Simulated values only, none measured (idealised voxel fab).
Herein follows the process module entitled voxel released beams.
Pictured: cross-section cut, 290 nm wide, on a grid of 5 nm square cells.
Each cross-section below is a grid of square cells, stated as bands in top-down order, with one or more rows of cells making up each band.
The entry gives the band's vertical extent as a top height and a bottom height in nm, then its horizontal make-up as materials from left to right, each with a width in nm. "blank" stands for empty space; a single material marked "full width" fills the band edge to edge.
Convention: height 0 is the level below which the wafer, as received, is all one material. The lowest band does not terminate at the bottom but continues downward, represented as "0 and below".
Read "30..40" as a graded width: first number on top, second number at the bottom, same change between each pair of neighbouring rows.
Take "nothing got changed" at face value: in the step it is given for, the cross-section changed in none of its cells.
The entry titled "Closed void roster" provides the empty spaces that have no open way to the top, restricted to those of 8 cells or more. Each is presented as width x height at distance, the distance being measured from the left edge, with all three in nm.
Note: text after step settings on the step line = simulator remark on that step.
overlay nm: for a step with a mask, the amount by which the mask lay right of where it was planned; a negative amount means left of it.
### Process steps (planned)
1 RECEIVE,material Si
2 CONFORMAL_DEP,material SiN,thk nm 5
3 DIRECTIONAL_DEP,material SiO2,thk nm 15
4 DIRECTIONAL_DEP,material aC,thk nm 10
5 PATTERN,tone open,mask id ANCHOR,material resist,width nm 35,thk nm 25,overlay nm 0
6 DIRECTIONAL_ETCH,etch materials aC,depth nm 10
7 STRIP,etch materials resist
8 DIRECTIONAL_ETCH,etch materials SiO2,depth nm 15
9 STRIP,etch materials aC
10 CONFORMAL_DEP,material TiN,thk nm 15
11 PATTERN,tone cover,mask id BEAM,material resist,width nm 95,thk nm 20,overlay nm 0
12 DIRECTIONAL_ETCH,etch materials TiN,depth nm 15
13 STRIP,etch materials resist
14 STRIP,etch materials SiO2
### Here's what the wafer looked like in cross-section when it arrived - that's after step 1
- 0 and below = Si full width
- Closed void roster: none
### Cross-sectional result after module completion. Note: starting condition and plan are unchanged from above; one processing mistake was made
- 30 down to 15 = blank (95), TiN (20), blank (5), TiN (70), blank (100)
- 15 down to 0 = blank (100), TiN (35), blank (155)
- 0 and below = Si full width
- Closed void roster: none
In executing the process, a mistake was made relative to the plan: yeah, step 2 of the plan got skipped, never ran
